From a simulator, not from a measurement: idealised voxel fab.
Proc. module: voxel ribs on slabs
Square cells of 5 nm make up the cross-section cut, whose width is 155 nm.
In what follows, cross-sections appear as grids of square cells, described through bands that run from the top down, where every band is one or more rows of cells. First you get the band's top height and its bottom height, in nm, and then the materials it's made of, left to right, with each width in nm. If you see a single material with "edge to edge", that one covers the band edge to edge. "empty" is empty space. A quick word on heights: they are counted from 0, and under that level the wafer as it came to us is one material throughout. The lowest band is different from the rest in having no bottom; it simply continues downward, written as in "0..down". Top row gets the first number, bottom row gets the second, and each row in between changes by the same step: that is how a band width like "30 to 40" works. "identical to before" -> step changed no cross-section cell. "Enclosed void catalog" means: voids of 8 cells or more that are shut off from the top with no open way through. Written width x height at distance, distance from the left edge, in nm. Anything after a step's settings on that line? It's the simulator's own note about the step. "overlay nm" answers the question of how far to the right of plan the mask lay on a step that has a mask, and when it is negative the answer is to the left.

The steps planned for the process are as follows:
1: RECEIVE with material Si
2: DIRECTIONAL_DEP with material SiO2, thk nm 30
3: DIRECTIONAL_DEP with material polySi, thk nm 20
4: PATTERN with tone cover, mask id RIB, material resist, width nm 15, thk nm 15, overlay nm 0
5: DIRECTIONAL_ETCH with etch materials polySi, depth nm 10
6: STRIP with etch materials resist
7: DIRECTIONAL_DEP with material aC, thk nm 15
8: PATTERN with tone cover, mask id SLAB, material resist, width nm 75, thk nm 35, overlay nm -15
9: DIRECTIONAL_ETCH with etch materials aC, depth nm 15
10: STRIP with etch materials resist
11: DIRECTIONAL_ETCH with etch materials polySi, depth nm 10
12: STRIP with etch materials aC
13: FILL_DEP with material SiO2, thk nm 25
14: CMP with height nm 65
15: DIRECTIONAL_DEP with material W, thk nm 10
16: PATTERN with tone cover, mask id HEATER, material resist, width nm 25, thk nm 15, overlay nm 0
17: DIRECTIONAL_ETCH with etch materials W, depth nm 10
18: STRIP with etch materials resist
19: CONFORMAL_DEP with material SiO2, thk nm 5
Keep in mind the plan's value for the overlay nm of step 8 comes from the first wafer; the wafers don't share that setting, but they do share the same starting point.

Received condition of the first of several wafers, sectioned: post-step 1:
> 0..down: Si edge to edge
> Enclosed void catalog: none

The cross-section of the first of several wafers is given below for the end of the module, after its final step, step 19:
> 80..75: empty (60) | SiO2 (35) | empty (60)
> 75..70: empty (60) | SiO2 (5) | W (25) | SiO2 (5) | empty (60)
> 70..65: SiO2 (65) | W (25) | SiO2 (65)
> 65..50: SiO2 edge to edge
> 50..40: SiO2 (70) | polySi (15) | SiO2 (70)
> 40..30: SiO2 (25) | polySi (75) | SiO2 (55)
> 30..0: SiO2 edge to edge
> 0..down: Si edge to edge
> Enclosed void catalog: none

Wafer cross-section (last wafer, module end):
> 80..75: empty (60) | SiO2 (35) | empty (60)
> 75..70: empty (60) | SiO2 (5) | W (25) | SiO2 (5) | empty (60)
> 70..65: SiO2 (65) | W (25) | SiO2 (65)
> 65..50: SiO2 edge to edge
> 50..40: SiO2 (70) | polySi (15) | SiO2 (70)
> 40..30: SiO2 (55) | polySi (75) | SiO2 (25)
> 30..0: SiO2 edge to edge
> 0..down: Si edge to edge
> Enclosed void catalog: none

Below, a row for every wafer. Read it as the end-of-module picture: for each material the wafer shows its cells gained (+) or lost (-) since it was received, and then its closed voids:
overlay nm -15, +402 SiO2, +10 W, +36 polySi, Enclosed void catalog: none
overlay nm -10, +402 SiO2, +10 W, +36 polySi, Enclosed void catalog: none
overlay nm -5, +402 SiO2, +10 W, +36 polySi, Enclosed void catalog: none
overlay nm 0, +402 SiO2, +10 W, +36 polySi, Enclosed void catalog: none
overlay nm 5, +402 SiO2, +10 W, +36 polySi, Enclosed void catalog: none
overlay nm 10, +402 SiO2, +10 W, +36 polySi, Enclosed void catalog: none
overlay nm 15, +402 SiO2, +10 W, +36 polySi, Enclosed void catalog: none
